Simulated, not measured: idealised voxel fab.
Process module, titled voxel trench capacitor
This is section cut - it's 265 nm across, gridded in 5 nm square cells.
Cross-sections here: square-cell grids, written as top-down lists of bands, a band being one or more rows of cells.
Quick guide to a band line: top height, bottom height (nm) up front; then every material left to right with its width in nm. Only one material and it's marked "full width"? Then it fills the band edge to edge. And "empty" just means empty space.
Below 0: as-received wafer, all one material; heights counted from there. Lowest band: no bottom, goes on down, written "from 0 down".
A two-number width, for instance "30 to 40", indicates that the width is equal to the first number in the top row of the band and to the second number in the bottom row, and that it changes by a constant amount per row of cells.
Key: "changes: none" - step with no changed cell in the cross-section.
"Voids, sealed" enumerates empty spaces isolated from the top, with no open way to it, that contain at least 8 cells, giving each as width x height at distance from the left edge, all three in nm.
Past the settings on a step's line: simulator remark, on that step.
What "overlay nm" on a step's line means: if the step has a mask, that mask lay this far to the right of its planned place, or, when the value is negative, to the left.
This section lists the process steps that were planned:
1. RECEIVE | material Si
2. CONFORMAL_DEP | material SiN | thk nm 5
3. MASKED_ETCH | tone open | mask id TRENCH | width nm 30 | pitch nm 55 | etch materials SiN | depth nm 5 | overlay nm 0
4. MASKED_ETCH | tone open | mask id TRENCH | width nm 30 | pitch nm 55 | etch materials Si | depth nm 25 | overlay nm 0
5. CONFORMAL_DEP | material HfO2 | thk nm 5
6. CONFORMAL_DEP | material TiN | thk nm 5
7. FILL_DEP | material W | thk nm 5
8. CMP | height nm 5
Cross-section of the wafer as it came to us, i.e., already through step 1:
	from 0 down | Si full width
	Voids, sealed: none
Cross-section: first of two wafers, module finished, run according to plan:
	from 5 to 0 | SiN: 60; HfO2: 5; TiN: 5; W: 10; TiN: 5; HfO2: 5; SiN: 25; HfO2: 5; TiN: 5; W: 10; TiN: 5; HfO2: 5; SiN: 25; HfO2: 5; TiN: 5; W: 10; TiN: 5; HfO2: 5; SiN: 65
	from 0 to -15 | Si: 60; HfO2: 5; TiN: 5; W: 10; TiN: 5; HfO2: 5; Si: 25; HfO2: 5; TiN: 5; W: 10; TiN: 5; HfO2: 5; Si: 25; HfO2: 5; TiN: 5; W: 10; TiN: 5; HfO2: 5; Si: 65
	from -15 to -20 | Si: 60; HfO2: 5; TiN: 20; HfO2: 5; Si: 25; HfO2: 5; TiN: 20; HfO2: 5; Si: 25; HfO2: 5; TiN: 20; HfO2: 5; Si: 65
	from -20 to -25 | Si: 60; HfO2: 30; Si: 25; HfO2: 30; Si: 25; HfO2: 30; Si: 65
	from -25 down | Si full width
	Voids, sealed: none
Wafer two (of two), end-of-module cross-section: start = wafer one, plan = wafer one, one run mistake:
	from 5 to 0 | SiN: 65; HfO2: 5; TiN: 5; W: 5; TiN: 5; HfO2: 10; SiN: 25; HfO2: 5; TiN: 5; W: 5; TiN: 5; HfO2: 10; SiN: 25; HfO2: 5; TiN: 5; W: 5; TiN: 5; HfO2: 10; SiN: 60
	from 0 to -15 | Si: 65; HfO2: 5; TiN: 5; W: 5; TiN: 5; HfO2: 5; Si: 30; HfO2: 5; TiN: 5; W: 5; TiN: 5; HfO2: 5; Si: 30; HfO2: 5; TiN: 5; W: 5; TiN: 5; HfO2: 5; Si: 65
	from -15 to -20 | Si: 65; HfO2: 5; TiN: 15; HfO2: 5; Si: 30; HfO2: 5; TiN: 15; HfO2: 5; Si: 30; HfO2: 5; TiN: 15; HfO2: 5; Si: 65
	from -20 to -25 | Si: 65; HfO2: 25; Si: 30; HfO2: 25; Si: 30; HfO2: 25; Si: 65
	from -25 down | Si full width
	Voids, sealed: none
Short version of what went wrong: off-plan run, step 3, actual operation and settings MASKED_ETCH | tone open | mask id TRENCH | width nm 30 | pitch nm 55 | etch materials SiN | depth nm 5 | overlay nm 5
It is noted that, at the conclusion of processing, the second wafer exhibits a higher or lower cell count for certain materials relative to the first: Si: 15 more, TiN: 3 fewer, W: 12 fewer
